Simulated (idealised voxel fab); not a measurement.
process module | voxel wiring stack
cross-section cut | 210 nm wide | cells 5 nm
A cross-section is a grid of square cells, given in bands from the top down. A band is one or more rows of cells.
Each band's line starts with the height of the band's top and of its bottom, in nm. Then come its materials from left to right, each with its width in nm. One material with "throughout" fills the band from edge to edge. "air" is empty space.
Height 0 is the level under which the wafer as received is all one material. The lowest band goes on downwards, as in "0 down".
A width such as "30 to 40" changes by the same amount from each row of cells to the next, from the band's top row to its bottom row.
"no change" after a step means that no cell of the cross-section changed.
closed voids: empty space of 8 cells or more with no open way to the top, each as width x height at its distance from the left edge, in nm
after a step's settings: what the simulator itself notes on the step
overlay nm, on a step with a mask: how far to the right of its planned place the mask lay; to the left if negative
plan
1 op RECEIVE | material Si
2 op CONFORMAL_DEP | material SiO2 | thk nm 10
3 op CONFORMAL_DEP | material SiN | thk nm 5
4 op DIRECTIONAL_DEP | material SiO2 | thk nm 25
5 op DIRECTIONAL_DEP | material aC | thk nm 10
6 op PATTERN | tone open | mask id METAL_1 | material resist | width nm 25 | pitch nm 50 | thk nm 30 | overlay nm 0
7 op DIRECTIONAL_ETCH | etch materials aC | depth nm 10
8 op STRIP | etch materials resist
9 op DIRECTIONAL_ETCH | etch materials SiO2 | depth nm 25
10 op DIRECTIONAL_ETCH | etch materials SiN | depth nm 5
11 op STRIP | etch materials aC
12 op CONFORMAL_DEP | material TiN | thk nm 5
13 op FILL_DEP | material Cu | thk nm 5
14 op CMP | height nm 40
15 op CONFORMAL_DEP | material SiCN | thk nm 5
16 op DIRECTIONAL_DEP | material SiO2 | thk nm 25
17 op MASKED_ETCH | tone open | mask id METAL_2_HOLES | width nm 15 | pitch nm 50 | etch materials SiO2 | depth nm 25 | overlay nm 0
18 op MASKED_ETCH | tone open | mask id METAL_2 | width nm 25 | pitch nm 50 | etch materials SiO2 | depth nm 15 | overlay nm 0
19 op MASKED_ETCH | tone open | mask id METAL_2 | width nm 25 | pitch nm 50 | etch materials SiCN | depth nm 5 | overlay nm 0
20 op CONFORMAL_DEP | material TiN | thk nm 5
21 op FILL_DEP | material Cu | thk nm 10
22 op CMP | height nm 70
23 op CONFORMAL_DEP | material SiCN | thk nm 5
24 op DIRECTIONAL_DEP | material lowk | thk nm 35
25 op PATTERN | tone open | mask id METAL_3 | material resist | width nm 25 | pitch nm 50 | thk nm 15 | overlay nm 0
26 op DIRECTIONAL_ETCH | etch materials lowk | depth nm 20
27 op STRIP | etch materials resist
28 op DIRECTIONAL_DEP | material aC | thk nm 15
29 op PATTERN | tone open | mask id METAL_3_HOLES | material resist | width nm 15 | pitch nm 50 | thk nm 35 | overlay nm 0
30 op DIRECTIONAL_ETCH | etch materials aC | depth nm 15
31 op STRIP | etch materials resist
32 op DIRECTIONAL_ETCH | etch materials lowk | depth nm 15
33 op DIRECTIONAL_ETCH | etch materials SiCN | depth nm 5
34 op STRIP | etch materials aC
35 op CONFORMAL_DEP | material TiN | thk nm 5
36 op FILL_DEP | material Cu | thk nm 5
37 op CMP | height nm 110
38 op CONFORMAL_DEP | material SiN | thk nm 5
varied across the wafers: thk nm of step 3. The plan shows the first wafer's value. All wafers start alike
first wafer as received, after step 1
  0 down: Si throughout
  closed voids: none
each wafer at the end: cells of each material gained (+) or lost (-) since it was received, then its closed voids
thk nm 5 | +148 Cu | +60 SiCN | +64 SiN | +320 SiO2 | +196 TiN | +178 lowk | closed voids: none
thk nm 10 | +136 Cu | +60 SiCN | +106 SiN | +298 SiO2 | +188 TiN | +178 lowk | closed voids: none
thk nm 15 | +124 Cu | +60 SiCN | +148 SiN | +276 SiO2 | +180 TiN | +178 lowk | closed voids: none
thk nm 20 | +112 Cu | +60 SiCN | +190 SiN | +254 SiO2 | +172 TiN | +178 lowk | closed voids: none
